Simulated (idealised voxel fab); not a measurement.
process module | voxel tone inversion
cross-section cut | 260 nm wide | cells 5 nm
A cross-section is a grid of square cells, given in bands from the top down. A band is one or more rows of cells.
Each band's line starts with the height of the band's top and of its bottom, in nm. Then come its materials from left to right, each with its width in nm. One material with "throughout" fills the band from edge to edge. "air" is empty space.
Height 0 is the level under which the wafer as received is all one material. The lowest band goes on downwards, as in "0 down".
A width such as "30 to 40" changes by the same amount from each row of cells to the next, from the band's top row to its bottom row.
"no change" after a step means that no cell of the cross-section changed.
closed voids: empty space of 8 cells or more with no open way to the top, each as width x height at its distance from the left edge, in nm
after a step's settings: what the simulator itself notes on the step
overlay nm, on a step with a mask: how far to the right of its planned place the mask lay; to the left if negative
plan
1 op RECEIVE | material Si
2 op CONFORMAL_DEP | material SiCN | thk nm 10
3 op DIRECTIONAL_DEP | material polySi | thk nm 25
4 op PATTERN | tone cover | mask id POSTS | material resist | width nm 20 | pitch nm 45 | thk nm 30 | overlay nm 0
5 op DIRECTIONAL_ETCH | etch materials polySi | depth nm 25
6 op STRIP | etch materials resist
7 op FILL_DEP | material lowk | thk nm 10
8 op CMP | height nm 35
9 op STRIP | etch materials polySi
first wafer, as planned
as received, after step 1
  0 down: Si throughout
  closed voids: none
after step 2
  10 to 0: SiCN throughout
  below 0: unchanged
after step 3
  35 to 10: polySi throughout
  below 10: unchanged
after step 4
  65 to 35: air 50 | resist 20 | air 25 | resist 20 | air 25 | resist 20 | air 25 | resist 20 | air 55
  below 35: unchanged
after step 5
  65 to 35: air 50 | resist 20 | air 25 | resist 20 | air 25 | resist 20 | air 25 | resist 20 | air 55
  35 to 10: air 50 | polySi 20 | air 25 | polySi 20 | air 25 | polySi 20 | air 25 | polySi 20 | air 55
  below 10: unchanged
after step 6
  35 to 10: air 50 | polySi 20 | air 25 | polySi 20 | air 25 | polySi 20 | air 25 | polySi 20 | air 55
  below 10: unchanged
after step 7
  45 to 35: lowk throughout
  35 to 10: lowk 50 | polySi 20 | lowk 25 | polySi 20 | lowk 25 | polySi 20 | lowk 25 | polySi 20 | lowk 55
  below 10: unchanged
after step 8
  35 to 10: lowk 50 | polySi 20 | lowk 25 | polySi 20 | lowk 25 | polySi 20 | lowk 25 | polySi 20 | lowk 55
  below 10: unchanged
after step 9
  35 to 10: lowk 50 | air 20 | lowk 25 | air 20 | lowk 25 | air 20 | lowk 25 | air 20 | lowk 55
  below 10: unchanged
second wafer: like start, like plan, one mistake. Through step 3 it matches the first wafer
when step 4 should have ended
  65 to 35: air 45 | resist 20 | air 25 | resist 20 | air 25 | resist 20 | air 25 | resist 20 | air 60
  below 35: unchanged
when step 5 should have ended
  65 to 35: air 45 | resist 20 | air 25 | resist 20 | air 25 | resist 20 | air 25 | resist 20 | air 60
  35 to 10: air 45 | polySi 20 | air 25 | polySi 20 | air 25 | polySi 20 | air 25 | polySi 20 | air 60
  below 10: unchanged
when step 6 should have ended
  35 to 10: air 45 | polySi 20 | air 25 | polySi 20 | air 25 | polySi 20 | air 25 | polySi 20 | air 60
  below 10: unchanged
when step 7 should have ended
  45 to 35: lowk throughout
  35 to 10: lowk 45 | polySi 20 | lowk 25 | polySi 20 | lowk 25 | polySi 20 | lowk 25 | polySi 20 | lowk 60
  below 10: unchanged
when step 8 should have ended
  35 to 10: lowk 45 | polySi 20 | lowk 25 | polySi 20 | lowk 25 | polySi 20 | lowk 25 | polySi 20 | lowk 60
  below 10: unchanged
when step 9 should have ended
  35 to 10: lowk 45 | air 20 | lowk 25 | air 20 | lowk 25 | air 20 | lowk 25 | air 20 | lowk 60
  below 10: unchanged
what went wrong: step 4 ran as: op PATTERN | tone cover | mask id POSTS | material resist | width nm 20 | pitch nm 45 | thk nm 30 | overlay nm -5
at the end the second wafer has, in cells: as many of each material as the first, in other places
